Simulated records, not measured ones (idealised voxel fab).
The document below concerns the process module designated voxel self aligned contacts.
Pictured: cross-section cut, 270 nm wide, on a grid of 5 nm square cells.
Cross-section spec: square-cell grid; bands listed top down; each band is one or more rows. The entry gives the band's vertical extent as a top height and a bottom height in nm, then its horizontal make-up as materials from left to right, each with a width in nm. "air" stands for empty space; a single material marked "everywhere" fills the band edge to edge. The reference from which all heights are counted is 0, the level beneath which the as-received wafer is entirely one material; the lowest band, having no lower bound, proceeds downward and is written after the example "0 down". A width given as "30 to 40" starts at the first number in the band's top row and ends at the second number in its bottom row, shifting by an equal amount at every step from row to row. "same as before" after a step means that no cell of the cross-section changed. Fully sealed cavities: empty space of 8 cells or more with no open way to the top, each as width x height at its distance from the left edge, in nm. Step line, after settings: the simulator's comment on this step. Regarding "overlay nm": on a step with a mask, it is the distance the mask lay to the right of its planned place; a negative value places it to the left.
LISTED BELOW ARE THE PROCESS STEPS AS PLANNED
1: RECEIVE, material Si
2: CONFORMAL_DEP, material SiO2, thk nm 5
3: DIRECTIONAL_DEP, material polySi, thk nm 25
4: DIRECTIONAL_DEP, material SiN, thk nm 25
5: DIRECTIONAL_DEP, material aC, thk nm 10
6: PATTERN, tone cover, mask id GATE, material resist, width nm 30, pitch nm 75, thk nm 25, overlay nm 0
7: DIRECTIONAL_ETCH, etch materials aC, depth nm 10
8: STRIP, etch materials resist
9: DIRECTIONAL_ETCH, etch materials SiN, depth nm 25
10: DIRECTIONAL_ETCH, etch materials polySi, depth nm 25
11: STRIP, etch materials aC
12: CONFORMAL_DEP, material SiN, thk nm 10
13: DIRECTIONAL_ETCH, etch materials SiN, depth nm 10
14: FILL_DEP, material SiO2, thk nm 10
15: CMP, height nm 60
16: DIRECTIONAL_DEP, material aC, thk nm 10
17: PATTERN, tone open, mask id CONTACT, material resist, width nm 55, thk nm 30, overlay nm 0
18: DIRECTIONAL_ETCH, etch materials aC, depth nm 10
19: STRIP, etch materials resist
20: DIRECTIONAL_ETCH, etch materials SiO2, depth nm 60
21: STRIP, etch materials aC
22: CONFORMAL_DEP, material TiN, thk nm 5
23: FILL_DEP, material W, thk nm 5
24: CMP, height nm 60
25: CONFORMAL_DEP, material SiCN, thk nm 5
CROSS-SECTION OF THE WAFER UPON ARRIVAL, REPRESENTING THE STATE REACHED AFTER STEP 1
* 0 down: Si everywhere
* Fully sealed cavities: none
STARTING WAFER: ABOVE. PLAN: ABOVE. RUN: ONE MISTAKE. CROSS-SECTION AFTER THE MODULE: BELOW
* 65 to 60: SiCN everywhere
* 60 to 55: 105 of SiO2 | 20 of TiN | 20 of W | 15 of TiN | 110 of SiO2
* 55 to 30: 75 of SiO2 | 45 of SiN | 5 of TiN | 20 of W | 5 of TiN | 45 of SiN | 75 of SiO2
* 30 to 5: 75 of SiO2 | 10 of SiN | 25 of polySi | 10 of SiN | 5 of TiN | 20 of W | 5 of TiN | 10 of SiN | 25 of polySi | 10 of SiN | 75 of SiO2
* 5 to 0: 120 of SiO2 | 30 of TiN | 120 of SiO2
* 0 down: Si everywhere
* Fully sealed cavities: none
What was the processing mistake? step 6 was run on a setting that differed from the plan, and what really ran there is PATTERN, tone cover, mask id GATE, material resist, width nm 25, pitch nm 75, thk nm 25, overlay nm 0
